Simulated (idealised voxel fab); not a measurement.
process module | voxel quadruple lines
cross-section cut | 170 nm wide | cells 5 nm
A cross-section is a grid of square cells, given in bands from the top down. A band is one or more rows of cells.
Each band's line starts with the height of the band's top and of its bottom, in nm. Then come its materials from left to right, each with its width in nm. One material with "throughout" fills the band from edge to edge. "air" is empty space.
Height 0 is the level under which the wafer as received is all one material. The lowest band goes on downwards, as in "0 down".
A width such as "30 to 40" changes by the same amount from each row of cells to the next, from the band's top row to its bottom row.
"no change" after a step means that no cell of the cross-section changed.
closed voids: empty space of 8 cells or more with no open way to the top, each as width x height at its distance from the left edge, in nm
after a step's settings: what the simulator itself notes on the step
overlay nm, on a step with a mask: how far to the right of its planned place the mask lay; to the left if negative
plan
1 op RECEIVE | material Si
2 op CONFORMAL_DEP | material SiO2 | thk nm 10
3 op DIRECTIONAL_DEP | material TiN | thk nm 15
4 op DIRECTIONAL_DEP | material polySi | thk nm 20
5 op DIRECTIONAL_DEP | material aC | thk nm 25
6 op PATTERN | tone cover | mask id MANDREL | material resist | width nm 35 | thk nm 35 | overlay nm 0
7 op DIRECTIONAL_ETCH | etch materials aC | depth nm 25
8 op STRIP | etch materials resist
9 op CONFORMAL_DEP | material SiO2 | thk nm 15
10 op DIRECTIONAL_ETCH | etch materials SiO2 | depth nm 15
11 op STRIP | etch materials aC
12 op DIRECTIONAL_ETCH | etch materials polySi | depth nm 20
13 op STRIP | etch materials SiO2
14 op CONFORMAL_DEP | material SiCN | thk nm 10
15 op DIRECTIONAL_ETCH | etch materials SiCN | depth nm 10
16 op STRIP | etch materials polySi
17 op DIRECTIONAL_ETCH | etch materials TiN | depth nm 15
18 op STRIP | etch materials SiCN
19 op FILL_DEP | material SiO2 | thk nm 10
20 op CMP | height nm 25
as received, after step 1
  0 down: Si throughout
  closed voids: none
a wafer at the end: this start, this plan, one mistake
  15 to 10: SiO2 40 | TiN 10 | SiO2 15 | TiN 10 | SiO2 15 | TiN 10 | SiO2 15 | TiN 10 | SiO2 45
  10 to 0: SiO2 throughout
  0 down: Si throughout
  closed voids: none
what went wrong: step 20 ran as: op CMP | height nm 15
